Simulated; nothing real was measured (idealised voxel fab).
Process module, titled voxel plated lines
cross-section cut | 265 nm wide | cells 5 nm
A cross-section in this document is a grid of square cells, and it is written down as bands, the top band listed before the ones below it; a band is made up of one or more rows of cells. Top, bottom (nm), then materials left to right with widths (nm); lone material tagged "throughout" fills the whole band edge to edge; "air" = empty space. Beneath 0, the wafer as received is one material, and that level is where height counting begins. The lowest band goes on downward without a bottom; it is written like "from 0 down". The notation "30->40" denotes a width that varies across the rows of cells in the band, beginning at the first number in the top row, finishing at the second number in the bottom row, and changing by an identical amount from each row to the next. When a step is marked "remained the same", none of the cells in the cross-section changed during that step. Heads up: "Closed empty spaces" only lists the empty pockets with no open path to the top that are 8 cells or more, and it writes them as width x height at distance, distance from the left edge, in nm. That trailing text on a step's line, after the settings, is the simulator's own remark on the step. A step's line can hold "overlay nm"; with a mask on that step, the setting says how far right of the planned place the mask lay, while a negative setting says it lay to the left.

Planned process steps:
| 1 | op RECEIVE | material Si |
| 2 | op CONFORMAL_DEP | material Al2O3 | thk nm 10 |
| 3 | op DIRECTIONAL_DEP | material TiN | thk nm 5 |
| 4 | op PATTERN | tone open | mask id LINES | material resist | width nm 25 | pitch nm 45 | thk nm 20 | overlay nm 0 |
| 5 | op EPI | material Ru | thk nm 5 |
| 6 | op STRIP | etch materials resist |
| 7 | op DIRECTIONAL_ETCH | etch materials TiN | depth nm 5 |
| 8 | op CONFORMAL_DEP | material SiCN | thk nm 10 |

Below: the first of two wafers, run as planned:

Shown in cross-section is the wafer as received, that is, as it stands after step 1:
  from 0 down: Si throughout
  Closed empty spaces: none

Take a look at the wafer's cross-section after step 2:
  from 10 to 0: Al2O3 throughout
  Under the height 0 nothing was changed.

Take a look at the wafer's cross-section after step 3:
  from 15 to 10: TiN throughout
  Under the height 10 nothing was changed.

Take a look at the wafer's cross-section after step 4:
  from 35 to 15: 95 of resist  25 of air  20 of resist  25 of air  100 of resist
  Under the height 15 nothing was changed.

Take a look at the wafer's cross-section after step 5:
  from 35 to 20: 95 of resist  25 of air  20 of resist  25 of air  100 of resist
  from 20 to 15: 95 of resist  25 of Ru  20 of resist  25 of Ru  100 of resist
  Under the height 15 nothing was changed.

Take a look at the wafer's cross-section after step 6:
  from 20 to 15: 95 of air  25 of Ru  20 of air  25 of Ru  100 of air
  Under the height 15 nothing was changed.

Take a look at the wafer's cross-section after step 7:
  from 20 to 15: 95 of air  25 of Ru  20 of air  25 of Ru  100 of air
  from 15 to 10: 95 of air  25 of TiN  20 of air  25 of TiN  100 of air
  Under the height 10 nothing was changed.

Take a look at the wafer's cross-section after step 8:
  from 30 to 20: 85 of air  90 of SiCN  90 of air
  from 20 to 15: 95 of SiCN  25 of Ru  20 of SiCN  25 of Ru  100 of SiCN
  from 15 to 10: 95 of SiCN  25 of TiN  20 of SiCN  25 of TiN  100 of SiCN
  Under the height 10 nothing was changed.

Companion wafer, the second of two: same beginning, same intended sequence, one mistake in carrying it out; through step 1 inclusive it tracks the first exactly:

X-section, second wafer, when step 2 was due to finish: remained the same

X-section, second wafer, when step 3 was due to finish:
  from 5 to 0: TiN throughout
  Under the height 0 nothing was changed.

X-section, second wafer, when step 4 was due to finish:
  from 25 to 5: 95 of resist  25 of air  20 of resist  25 of air  100 of resist
  Under the height 5 nothing was changed.

X-section, second wafer, when step 5 was due to finish:
  from 25 to 10: 95 of resist  25 of air  20 of resist  25 of air  100 of resist
  from 10 to 5: 95 of resist  25 of Ru  20 of resist  25 of Ru  100 of resist
  Under the height 5 nothing was changed.

X-section, second wafer, when step 6 was due to finish:
  from 10 to 5: 95 of air  25 of Ru  20 of air  25 of Ru  100 of air
  Under the height 5 nothing was changed.

X-section, second wafer, when step 7 was due to finish:
  from 10 to 5: 95 of air  25 of Ru  20 of air  25 of Ru  100 of air
  from 5 to 0: 95 of air  25 of TiN  20 of air  25 of TiN  100 of air
  Under the height 0 nothing was changed.

X-section, second wafer, when step 8 was due to finish:
  from 20 to 10: 85 of air  90 of SiCN  90 of air
  from 10 to 5: 95 of SiCN  25 of Ru  20 of SiCN  25 of Ru  100 of SiCN
  from 5 to 0: 95 of SiCN  25 of TiN  20 of SiCN  25 of TiN  100 of SiCN
  Under the height 0 nothing was changed.
Deviation from plan: the run left out plan step 2 entirely, so it was never executed
Final difference in cells, second wafer against first, listed per material as more or fewer: -106 Al2O3
